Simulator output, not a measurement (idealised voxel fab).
Name of the process module below: voxel wiring stack
The figure presents cross-section cut, which has a width of 280 nm and is divided into square cells with an edge length of 5 nm.
Cross-section format: a grid of square cells, given as bands from top to bottom; each band is one or more rows of cells. Read a band's entry like this: the first values are the height of its top and the height of its bottom in nm, and what follows is the sequence of materials from left to right, each with its width in nm. Note that "air" is empty space, and that a single material marked "all across" reaches across the band from edge to edge. Basically, 0 is our baseline, since under it the wafer straight out of the box is all one material. The bottom band has no lower end and keeps on going down, so it looks like "0..down". Per-row width for "30..40": begins at first number (top row of band), ends at second number (bottom row), increment between rows held constant. Any step labelled "nothing altered" changed none of the cells in the cross-section. Each empty space that has no open way to the top and spans at least 8 cells appears under "Closed void register" as width x height at distance, the distance counted from the left edge, all in nm. Post-settings text on a step line: simulator's own remark regarding the step. overlay nm: right-of-plan distance of the mask on a masked step; negative values mean left-of-plan.

### Steps planned for the process
1: RECEIVE, material Si
2: CONFORMAL_DEP, material SiO2, thk nm 10
3: CONFORMAL_DEP, material SiCN, thk nm 5
4: DIRECTIONAL_DEP, material SiO2, thk nm 25
5: MASKED_ETCH, tone open, mask id METAL_1, width nm 30, pitch nm 60, etch materials SiO2, depth nm 25, overlay nm 0
6: MASKED_ETCH, tone open, mask id METAL_1, width nm 30, pitch nm 60, etch materials SiCN, depth nm 5, overlay nm 0
7: CONFORMAL_DEP, material TiN, thk nm 5
8: FILL_DEP, material Cu, thk nm 10
9: CMP, height nm 40
10: EPI, material Ru, thk nm 5
11: FILL_DEP, material SiCN, thk nm 5
12: DIRECTIONAL_DEP, material lowk, thk nm 15
13: DIRECTIONAL_DEP, material aC, thk nm 10
14: PATTERN, tone open, mask id PLUG_1, material resist, width nm 15, pitch nm 60, thk nm 25, overlay nm 0
15: DIRECTIONAL_ETCH, etch materials aC, depth nm 10
16: STRIP, etch materials resist
17: DIRECTIONAL_ETCH, etch materials lowk, depth nm 15
18: DIRECTIONAL_ETCH, etch materials SiCN, depth nm 5
19: STRIP, etch materials aC
20: CONFORMAL_DEP, material TiN, thk nm 5
21: FILL_DEP, material Cu, thk nm 5
22: CMP, height nm 65
23: DIRECTIONAL_DEP, material TiN, thk nm 5
24: DIRECTIONAL_DEP, material W, thk nm 25
25: MASKED_ETCH, tone cover, mask id METAL_2, width nm 30, pitch nm 60, etch materials W, depth nm 25, overlay nm 0
26: MASKED_ETCH, tone cover, mask id METAL_2, width nm 30, pitch nm 60, etch materials TiN, depth nm 5, overlay nm 0
27: CONFORMAL_DEP, material SiN, thk nm 5
28: FILL_DEP, material lowk, thk nm 10
29: CMP, height nm 95
30: CONFORMAL_DEP, material SiCN, thk nm 5
31: DIRECTIONAL_DEP, material lowk, thk nm 15
32: DIRECTIONAL_DEP, material aC, thk nm 15
33: PATTERN, tone open, mask id PLUG_2, material resist, width nm 15, pitch nm 60, thk nm 35, overlay nm 0
34: DIRECTIONAL_ETCH, etch materials aC, depth nm 15
35: STRIP, etch materials resist
36: DIRECTIONAL_ETCH, etch materials lowk, depth nm 15
37: DIRECTIONAL_ETCH, etch materials SiCN, depth nm 5
38: STRIP, etch materials aC
39: CONFORMAL_DEP, material TiN, thk nm 5
40: FILL_DEP, material Cu, thk nm 10
41: CMP, height nm 115
42: DIRECTIONAL_DEP, material TiN, thk nm 5
43: DIRECTIONAL_DEP, material W, thk nm 25
44: DIRECTIONAL_DEP, material aC, thk nm 10
45: PATTERN, tone cover, mask id METAL_3, material resist, width nm 30, pitch nm 60, thk nm 30, overlay nm 0
46: DIRECTIONAL_ETCH, etch materials aC, depth nm 10
47: STRIP, etch materials resist
48: DIRECTIONAL_ETCH, etch materials W, depth nm 25
49: DIRECTIONAL_ETCH, etch materials TiN, depth nm 5
50: STRIP, etch materials aC
51: FILL_DEP, material lowk, thk nm 10
52: CMP, height nm 145
53: CONFORMAL_DEP, material SiN, thk nm 5

### Below: the first of two wafers, run as planned

### Here's what the wafer looked like in cross-section when it arrived - that's after step 1
- 0..down = Si all across
- Closed void register: none

### The wafer, seen in cross-section, after step 2
- 10..0 = SiO2 all across
- At heights below 0, the structure remains unaltered.

### The wafer, seen in cross-section, after step 3
- 15..10 = SiCN all across
- At heights below 10, the structure remains unaltered.

### The wafer, seen in cross-section, after step 4
- 40..15 = SiO2 all across
- At heights below 15, the structure remains unaltered.

### The wafer, seen in cross-section, after step 5
- 40..15 = SiO2 95 / air 30 / SiO2 30 / air 30 / SiO2 95
- At heights below 15, the structure remains unaltered.

### The wafer, seen in cross-section, after step 6
- 40..15 = SiO2 95 / air 30 / SiO2 30 / air 30 / SiO2 95
- 15..10 = SiCN 95 / air 30 / SiCN 30 / air 30 / SiCN 95
- At heights below 10, the structure remains unaltered.

### The wafer, seen in cross-section, after step 7
- 45..40 = TiN 100 / air 20 / TiN 40 / air 20 / TiN 100
- 40..15 = SiO2 95 / TiN 5 / air 20 / TiN 5 / SiO2 30 / TiN 5 / air 20 / TiN 5 / SiO2 95
- 15..10 = SiCN 95 / TiN 30 / SiCN 30 / TiN 30 / SiCN 95
- At heights below 10, the structure remains unaltered.

### The wafer, seen in cross-section, after step 8
- 55..45 = Cu all across
- 45..40 = TiN 100 / Cu 20 / TiN 40 / Cu 20 / TiN 100
- 40..15 = SiO2 95 / TiN 5 / Cu 20 / TiN 5 / SiO2 30 / TiN 5 / Cu 20 / TiN 5 / SiO2 95
- At heights below 15, the structure remains unaltered.

### The wafer, seen in cross-section, after step 9
- 40..15 = SiO2 95 / TiN 5 / Cu 20 / TiN 5 / SiO2 30 / TiN 5 / Cu 20 / TiN 5 / SiO2 95
- At heights below 15, the structure remains unaltered.

### The wafer, seen in cross-section, after step 10
- 45..40 = air 90 / Ru 40 / air 20 / Ru 40 / air 90
- At heights below 40, the structure remains unaltered.

### The wafer, seen in cross-section, after step 11
- 50..45 = SiCN all across
- 45..40 = SiCN 90 / Ru 40 / SiCN 20 / Ru 40 / SiCN 90
- At heights below 40, the structure remains unaltered.

### The wafer, seen in cross-section, after step 12
- 65..50 = lowk all across
- At heights below 50, the structure remains unaltered.

### The wafer, seen in cross-section, after step 13
- 75..65 = aC all across
- At heights below 65, the structure remains unaltered.

### The wafer, seen in cross-section, after step 14
- 100..75 = resist 95 / air 15 / resist 45 / air 15 / resist 110
- At heights below 75, the structure remains unaltered.

### The wafer, seen in cross-section, after step 15
- 90..75 = resist 95 / air 15 / resist 45 / air 15 / resist 110
- 75..65 = aC 95 / air 15 / aC 45 / air 15 / aC 110
- At heights below 65, the structure remains unaltered.

### The wafer, seen in cross-section, after step 16
- 75..65 = aC 95 / air 15 / aC 45 / air 15 / aC 110
- At heights below 65, the structure remains unaltered.

### The wafer, seen in cross-section, after step 17
- 75..65 = aC 95 / air 15 / aC 45 / air 15 / aC 110
- 65..50 = lowk 95 / air 15 / lowk 45 / air 15 / lowk 110
- At heights below 50, the structure remains unaltered.

### The wafer, seen in cross-section, after step 18
- 75..65 = aC 95 / air 15 / aC 45 / air 15 / aC 110
- 65..50 = lowk 95 / air 15 / lowk 45 / air 15 / lowk 110
- 50..45 = SiCN 95 / air 15 / SiCN 45 / air 15 / SiCN 110
- At heights below 45, the structure remains unaltered.

### The wafer, seen in cross-section, after step 19
- 65..50 = lowk 95 / air 15 / lowk 45 / air 15 / lowk 110
- At heights below 50, the structure remains unaltered.

### The wafer, seen in cross-section, after step 20
- 70..65 = TiN 100 / air 5 / TiN 55 / air 5 / TiN 115
- 65..50 = lowk 95 / TiN 5 / air 5 / TiN 5 / lowk 45 / TiN 5 / air 5 / TiN 5 / lowk 110
- 50..45 = SiCN 95 / TiN 15 / SiCN 45 / TiN 15 / SiCN 110
- At heights below 45, the structure remains unaltered.

### The wafer, seen in cross-section, after step 21
- 75..70 = Cu all across
- 70..65 = TiN 100 / Cu 5 / TiN 55 / Cu 5 / TiN 115
- 65..50 = lowk 95 / TiN 5 / Cu 5 / TiN 5 / lowk 45 / TiN 5 / Cu 5 / TiN 5 / lowk 110
- At heights below 50, the structure remains unaltered.

### The wafer, seen in cross-section, after step 22
- 65..50 = lowk 95 / TiN 5 / Cu 5 / TiN 5 / lowk 45 / TiN 5 / Cu 5 / TiN 5 / lowk 110
- At heights below 50, the structure remains unaltered.

### The wafer, seen in cross-section, after step 23
- 70..65 = TiN all across
- At heights below 65, the structure remains unaltered.

### The wafer, seen in cross-section, after step 24
- 95..70 = W all across
- At heights below 70, the structure remains unaltered.

### The wafer, seen in cross-section, after step 25
- 95..70 = air 95 / W 30 / air 30 / W 30 / air 95
- At heights below 70, the structure remains unaltered.

### The wafer, seen in cross-section, after step 26
- 95..70 = air 95 / W 30 / air 30 / W 30 / air 95
- 70..65 = air 95 / TiN 30 / air 30 / TiN 30 / air 95
- At heights below 65, the structure remains unaltered.

### The wafer, seen in cross-section, after step 27
- 100..95 = air 90 / SiN 40 / air 20 / SiN 40 / air 90
- 95..70 = air 90 / SiN 5 / W 30 / SiN 5 / air 20 / SiN 5 / W 30 / SiN 5 / air 90
- 70..65 = SiN 95 / TiN 30 / SiN 30 / TiN 30 / SiN 95
- At heights below 65, the structure remains unaltered.

### The wafer, seen in cross-section, after step 28
- 110..100 = lowk all across
- 100..95 = lowk 90 / SiN 40 / lowk 20 / SiN 40 / lowk 90
- 95..70 = lowk 90 / SiN 5 / W 30 / SiN 5 / lowk 20 / SiN 5 / W 30 / SiN 5 / lowk 90
- At heights below 70, the structure remains unaltered.

### The wafer, seen in cross-section, after step 29
- 95..70 = lowk 90 / SiN 5 / W 30 / SiN 5 / lowk 20 / SiN 5 / W 30 / SiN 5 / lowk 90
- At heights below 70, the structure remains unaltered.

### The wafer, seen in cross-section, after step 30
- 100..95 = SiCN all across
- At heights below 95, the structure remains unaltered.

### The wafer, seen in cross-section, after step 31
- 115..100 = lowk all across
- At heights below 100, the structure remains unaltered.

### The wafer, seen in cross-section, after step 32
- 130..115 = aC all across
- At heights below 115, the structure remains unaltered.

### The wafer, seen in cross-section, after step 33
- 165..130 = resist 95 / air 15 / resist 45 / air 15 / resist 110
- At heights below 130, the structure remains unaltered.

### The wafer, seen in cross-section, after step 34
- 150..130 = resist 95 / air 15 / resist 45 / air 15 / resist 110
- 130..115 = aC 95 / air 15 / aC 45 / air 15 / aC 110
- At heights below 115, the structure remains unaltered.

### The wafer, seen in cross-section, after step 35
- 130..115 = aC 95 / air 15 / aC 45 / air 15 / aC 110
- At heights below 115, the structure remains unaltered.

### The wafer, seen in cross-section, after step 36
- 130..115 = aC 95 / air 15 / aC 45 / air 15 / aC 110
- 115..100 = lowk 95 / air 15 / lowk 45 / air 15 / lowk 110
- At heights below 100, the structure remains unaltered.

### The wafer, seen in cross-section, after step 37
- 130..115 = aC 95 / air 15 / aC 45 / air 15 / aC 110
- 115..100 = lowk 95 / air 15 / lowk 45 / air 15 / lowk 110
- 100..95 = SiCN 95 / air 15 / SiCN 45 / air 15 / SiCN 110
- At heights below 95, the structure remains unaltered.

### The wafer, seen in cross-section, after step 38
- 115..100 = lowk 95 / air 15 / lowk 45 / air 15 / lowk 110
- At heights below 100, the structure remains unaltered.

### The wafer, seen in cross-section, after step 39
- 120..115 = TiN 100 / air 5 / TiN 55 / air 5 / TiN 115
- 115..100 = lowk 95 / TiN 5 / air 5 / TiN 5 / lowk 45 / TiN 5 / air 5 / TiN 5 / lowk 110
- 100..95 = SiCN 95 / TiN 15 / SiCN 45 / TiN 15 / SiCN 110
- At heights below 95, the structure remains unaltered.

### The wafer, seen in cross-section, after step 40
- 130..120 = Cu all across
- 120..115 = TiN 100 / Cu 5 / TiN 55 / Cu 5 / TiN 115
- 115..100 = lowk 95 / TiN 5 / Cu 5 / TiN 5 / lowk 45 / TiN 5 / Cu 5 / TiN 5 / lowk 110
- At heights below 100, the structure remains unaltered.

### The wafer, seen in cross-section, after step 41
- 115..100 = lowk 95 / TiN 5 / Cu 5 / TiN 5 / lowk 45 / TiN 5 / Cu 5 / TiN 5 / lowk 110
- At heights below 100, the structure remains unaltered.

### The wafer, seen in cross-section, after step 42
- 120..115 = TiN all across
- At heights below 115, the structure remains unaltered.

### The wafer, seen in cross-section, after step 43
- 145..120 = W all across
- At heights below 120, the structure remains unaltered.

### The wafer, seen in cross-section, after step 44
- 155..145 = aC all across
- At heights below 145, the structure remains unaltered.

### The wafer, seen in cross-section, after step 45
- 185..155 = air 95 / resist 30 / air 30 / resist 30 / air 95
- At heights below 155, the structure remains unaltered.

### The wafer, seen in cross-section, after step 46
- 175..155 = air 95 / resist 30 / air 30 / resist 30 / air 95
- 155..145 = air 95 / aC 30 / air 30 / aC 30 / air 95
- At heights below 145, the structure remains unaltered.

### The wafer, seen in cross-section, after step 47
- 155..145 = air 95 / aC 30 / air 30 / aC 30 / air 95
- At heights below 145, the structure remains unaltered.

### The wafer, seen in cross-section, after step 48
- 155..145 = air 95 / aC 30 / air 30 / aC 30 / air 95
- 145..120 = air 95 / W 30 / air 30 / W 30 / air 95
- At heights below 120, the structure remains unaltered.

### The wafer, seen in cross-section, after step 49
- 155..145 = air 95 / aC 30 / air 30 / aC 30 / air 95
- 145..120 = air 95 / W 30 / air 30 / W 30 / air 95
- 120..115 = air 95 / TiN 30 / air 30 / TiN 30 / air 95
- At heights below 115, the structure remains unaltered.

### The wafer, seen in cross-section, after step 50
- 145..120 = air 95 / W 30 / air 30 / W 30 / air 95
- At heights below 120, the structure remains unaltered.

### The wafer, seen in cross-section, after step 51
- 155..145 = lowk all across
- 145..120 = lowk 95 / W 30 / lowk 30 / W 30 / lowk 95
- 120..115 = lowk 95 / TiN 30 / lowk 30 / TiN 30 / lowk 95
- At heights below 115, the structure remains unaltered.

### The wafer, seen in cross-section, after step 52
- 145..120 = lowk 95 / W 30 / lowk 30 / W 30 / lowk 95
- At heights below 120, the structure remains unaltered.

### The wafer, seen in cross-section, after step 53
- 150..145 = SiN all across
- At heights below 145, the structure remains unaltered.

### Now the other wafer: same start, same recipe, but we messed up one thing when running it. Up to and including step 4 it's the same as the first one

### Second wafer cross-section, taken as of the time the plan sets for step 5 to be done
- 40..15 = air 95 / SiO2 30 / air 30 / SiO2 30 / air 95
- At heights below 15, the structure remains unaltered.

Second wafer cross-section, taken as of the time the plan sets for step 6 to be done: nothing altered

### Second wafer cross-section, taken as of the time the plan sets for step 7 to be done
- 45..40 = air 90 / TiN 40 / air 20 / TiN 40 / air 90
- 40..20 = air 90 / TiN 5 / SiO2 30 / TiN 5 / air 20 / TiN 5 / SiO2 30 / TiN 5 / air 90
- 20..15 = TiN 95 / SiO2 30 / TiN 30 / SiO2 30 / TiN 95
- At heights below 15, the structure remains unaltered.

### Second wafer cross-section, taken as of the time the plan sets for step 8 to be done
- 55..45 = Cu all across
- 45..40 = Cu 90 / TiN 40 / Cu 20 / TiN 40 / Cu 90
- 40..20 = Cu 90 / TiN 5 / SiO2 30 / TiN 5 / Cu 20 / TiN 5 / SiO2 30 / TiN 5 / Cu 90
- At heights below 20, the structure remains unaltered.

### Second wafer cross-section, taken as of the time the plan sets for step 9 to be done
- 40..20 = Cu 90 / TiN 5 / SiO2 30 / TiN 5 / Cu 20 / TiN 5 / SiO2 30 / TiN 5 / Cu 90
- At heights below 20, the structure remains unaltered.

### Second wafer cross-section, taken as of the time the plan sets for step 10 to be done
- 45..40 = Ru 100 / air 20 / Ru 40 / air 20 / Ru 100
- At heights below 40, the structure remains unaltered.

### Second wafer cross-section, taken as of the time the plan sets for step 11 to be done
- 50..45 = SiCN all across
- 45..40 = Ru 100 / SiCN 20 / Ru 40 / SiCN 20 / Ru 100
- At heights below 40, the structure remains unaltered.

### Second wafer cross-section, taken as of the time the plan sets for step 12 to be done
- 65..50 = lowk all across
- At heights below 50, the structure remains unaltered.

### Second wafer cross-section, taken as of the time the plan sets for step 13 to be done
- 75..65 = aC all across
- At heights below 65, the structure remains unaltered.

### Second wafer cross-section, taken as of the time the plan sets for step 14 to be done
- 100..75 = resist 95 / air 15 / resist 45 / air 15 / resist 110
- At heights below 75, the structure remains unaltered.

### Second wafer cross-section, taken as of the time the plan sets for step 15 to be done
- 90..75 = resist 95 / air 15 / resist 45 / air 15 / resist 110
- 75..65 = aC 95 / air 15 / aC 45 / air 15 / aC 110
- At heights below 65, the structure remains unaltered.

### Second wafer cross-section, taken as of the time the plan sets for step 16 to be done
- 75..65 = aC 95 / air 15 / aC 45 / air 15 / aC 110
- At heights below 65, the structure remains unaltered.

### Second wafer cross-section, taken as of the time the plan sets for step 17 to be done
- 75..65 = aC 95 / air 15 / aC 45 / air 15 / aC 110
- 65..50 = lowk 95 / air 15 / lowk 45 / air 15 / lowk 110
- At heights below 50, the structure remains unaltered.

### Second wafer cross-section, taken as of the time the plan sets for step 18 to be done
- 75..65 = aC 95 / air 15 / aC 45 / air 15 / aC 110
- 65..50 = lowk 95 / air 15 / lowk 45 / air 15 / lowk 110
- 50..45 = SiCN 95 / air 15 / SiCN 45 / air 15 / SiCN 110
- At heights below 45, the structure remains unaltered.

### Second wafer cross-section, taken as of the time the plan sets for step 19 to be done
- 65..50 = lowk 95 / air 15 / lowk 45 / air 15 / lowk 110
- At heights below 50, the structure remains unaltered.

### Second wafer cross-section, taken as of the time the plan sets for step 20 to be done
- 70..65 = TiN 100 / air 5 / TiN 55 / air 5 / TiN 115
- 65..50 = lowk 95 / TiN 5 / air 5 / TiN 5 / lowk 45 / TiN 5 / air 5 / TiN 5 / lowk 110
- 50..45 = SiCN 95 / TiN 15 / SiCN 45 / TiN 15 / SiCN 110
- At heights below 45, the structure remains unaltered.

### Second wafer cross-section, taken as of the time the plan sets for step 21 to be done
- 75..70 = Cu all across
- 70..65 = TiN 100 / Cu 5 / TiN 55 / Cu 5 / TiN 115
- 65..50 = lowk 95 / TiN 5 / Cu 5 / TiN 5 / lowk 45 / TiN 5 / Cu 5 / TiN 5 / lowk 110
- At heights below 50, the structure remains unaltered.

### Second wafer cross-section, taken as of the time the plan sets for step 22 to be done
- 65..50 = lowk 95 / TiN 5 / Cu 5 / TiN 5 / lowk 45 / TiN 5 / Cu 5 / TiN 5 / lowk 110
- At heights below 50, the structure remains unaltered.

### Second wafer cross-section, taken as of the time the plan sets for step 23 to be done
- 70..65 = TiN all across
- At heights below 65, the structure remains unaltered.

### Second wafer cross-section, taken as of the time the plan sets for step 24 to be done
- 95..70 = W all across
- At heights below 70, the structure remains unaltered.

### Second wafer cross-section, taken as of the time the plan sets for step 25 to be done
- 95..70 = air 95 / W 30 / air 30 / W 30 / air 95
- At heights below 70, the structure remains unaltered.

### Second wafer cross-section, taken as of the time the plan sets for step 26 to be done
- 95..70 = air 95 / W 30 / air 30 / W 30 / air 95
- 70..65 = air 95 / TiN 30 / air 30 / TiN 30 / air 95
- At heights below 65, the structure remains unaltered.

### Second wafer cross-section, taken as of the time the plan sets for step 27 to be done
- 100..95 = air 90 / SiN 40 / air 20 / SiN 40 / air 90
- 95..70 = air 90 / SiN 5 / W 30 / SiN 5 / air 20 / SiN 5 / W 30 / SiN 5 / air 90
- 70..65 = SiN 95 / TiN 30 / SiN 30 / TiN 30 / SiN 95
- At heights below 65, the structure remains unaltered.

### Second wafer cross-section, taken as of the time the plan sets for step 28 to be done
- 110..100 = lowk all across
- 100..95 = lowk 90 / SiN 40 / lowk 20 / SiN 40 / lowk 90
- 95..70 = lowk 90 / SiN 5 / W 30 / SiN 5 / lowk 20 / SiN 5 / W 30 / SiN 5 / lowk 90
- At heights below 70, the structure remains unaltered.

### Second wafer cross-section, taken as of the time the plan sets for step 29 to be done
- 95..70 = lowk 90 / SiN 5 / W 30 / SiN 5 / lowk 20 / SiN 5 / W 30 / SiN 5 / lowk 90
- At heights below 70, the structure remains unaltered.

### Second wafer cross-section, taken as of the time the plan sets for step 30 to be done
- 100..95 = SiCN all across
- At heights below 95, the structure remains unaltered.

### Second wafer cross-section, taken as of the time the plan sets for step 31 to be done
- 115..100 = lowk all across
- At heights below 100, the structure remains unaltered.

### Second wafer cross-section, taken as of the time the plan sets for step 32 to be done
- 130..115 = aC all across
- At heights below 115, the structure remains unaltered.

### Second wafer cross-section, taken as of the time the plan sets for step 33 to be done
- 165..130 = resist 95 / air 15 / resist 45 / air 15 / resist 110
- At heights below 130, the structure remains unaltered.

### Second wafer cross-section, taken as of the time the plan sets for step 34 to be done
- 150..130 = resist 95 / air 15 / resist 45 / air 15 / resist 110
- 130..115 = aC 95 / air 15 / aC 45 / air 15 / aC 110
- At heights below 115, the structure remains unaltered.

### Second wafer cross-section, taken as of the time the plan sets for step 35 to be done
- 130..115 = aC 95 / air 15 / aC 45 / air 15 / aC 110
- At heights below 115, the structure remains unaltered.

### Second wafer cross-section, taken as of the time the plan sets for step 36 to be done
- 130..115 = aC 95 / air 15 / aC 45 / air 15 / aC 110
- 115..100 = lowk 95 / air 15 / lowk 45 / air 15 / lowk 110
- At heights below 100, the structure remains unaltered.

### Second wafer cross-section, taken as of the time the plan sets for step 37 to be done
- 130..115 = aC 95 / air 15 / aC 45 / air 15 / aC 110
- 115..100 = lowk 95 / air 15 / lowk 45 / air 15 / lowk 110
- 100..95 = SiCN 95 / air 15 / SiCN 45 / air 15 / SiCN 110
- At heights below 95, the structure remains unaltered.

### Second wafer cross-section, taken as of the time the plan sets for step 38 to be done
- 115..100 = lowk 95 / air 15 / lowk 45 / air 15 / lowk 110
- At heights below 100, the structure remains unaltered.

### Second wafer cross-section, taken as of the time the plan sets for step 39 to be done
- 120..115 = TiN 100 / air 5 / TiN 55 / air 5 / TiN 115
- 115..100 = lowk 95 / TiN 5 / air 5 / TiN 5 / lowk 45 / TiN 5 / air 5 / TiN 5 / lowk 110
- 100..95 = SiCN 95 / TiN 15 / SiCN 45 / TiN 15 / SiCN 110
- At heights below 95, the structure remains unaltered.

### Second wafer cross-section, taken as of the time the plan sets for step 40 to be done
- 130..120 = Cu all across
- 120..115 = TiN 100 / Cu 5 / TiN 55 / Cu 5 / TiN 115
- 115..100 = lowk 95 / TiN 5 / Cu 5 / TiN 5 / lowk 45 / TiN 5 / Cu 5 / TiN 5 / lowk 110
- At heights below 100, the structure remains unaltered.

### Second wafer cross-section, taken as of the time the plan sets for step 41 to be done
- 115..100 = lowk 95 / TiN 5 / Cu 5 / TiN 5 / lowk 45 / TiN 5 / Cu 5 / TiN 5 / lowk 110
- At heights below 100, the structure remains unaltered.

### Second wafer cross-section, taken as of the time the plan sets for step 42 to be done
- 120..115 = TiN all across
- At heights below 115, the structure remains unaltered.

### Second wafer cross-section, taken as of the time the plan sets for step 43 to be done
- 145..120 = W all across
- At heights below 120, the structure remains unaltered.

### Second wafer cross-section, taken as of the time the plan sets for step 44 to be done
- 155..145 = aC all across
- At heights below 145, the structure remains unaltered.

### Second wafer cross-section, taken as of the time the plan sets for step 45 to be done
- 185..155 = air 95 / resist 30 / air 30 / resist 30 / air 95
- At heights below 155, the structure remains unaltered.

### Second wafer cross-section, taken as of the time the plan sets for step 46 to be done
- 175..155 = air 95 / resist 30 / air 30 / resist 30 / air 95
- 155..145 = air 95 / aC 30 / air 30 / aC 30 / air 95
- At heights below 145, the structure remains unaltered.

### Second wafer cross-section, taken as of the time the plan sets for step 47 to be done
- 155..145 = air 95 / aC 30 / air 30 / aC 30 / air 95
- At heights below 145, the structure remains unaltered.

### Second wafer cross-section, taken as of the time the plan sets for step 48 to be done
- 155..145 = air 95 / aC 30 / air 30 / aC 30 / air 95
- 145..120 = air 95 / W 30 / air 30 / W 30 / air 95
- At heights below 120, the structure remains unaltered.

### Second wafer cross-section, taken as of the time the plan sets for step 49 to be done
- 155..145 = air 95 / aC 30 / air 30 / aC 30 / air 95
- 145..120 = air 95 / W 30 / air 30 / W 30 / air 95
- 120..115 = air 95 / TiN 30 / air 30 / TiN 30 / air 95
- At heights below 115, the structure remains unaltered.

### Second wafer cross-section, taken as of the time the plan sets for step 50 to be done
- 145..120 = air 95 / W 30 / air 30 / W 30 / air 95
- At heights below 120, the structure remains unaltered.

### Second wafer cross-section, taken as of the time the plan sets for step 51 to be done
- 155..145 = lowk all across
- 145..120 = lowk 95 / W 30 / lowk 30 / W 30 / lowk 95
- 120..115 = lowk 95 / TiN 30 / lowk 30 / TiN 30 / lowk 95
- At heights below 115, the structure remains unaltered.

### Second wafer cross-section, taken as of the time the plan sets for step 52 to be done
- 145..120 = lowk 95 / W 30 / lowk 30 / W 30 / lowk 95
- At heights below 120, the structure remains unaltered.

### Second wafer cross-section, taken as of the time the plan sets for step 53 to be done
- 150..145 = SiN all across
- At heights below 145, the structure remains unaltered.
Which mistake was made when the wafer was run? not per plan at step 5, really ran MASKED_ETCH, tone cover, mask id METAL_1, width nm 30, pitch nm 60, etch materials SiO2, depth nm 25, overlay nm 0
Materials where the second wafer ends with more or fewer cells than the first: 120 more of Cu | 32 more of Ru | 20 fewer of SiCN | 160 fewer of SiO2 | 28 more of TiN
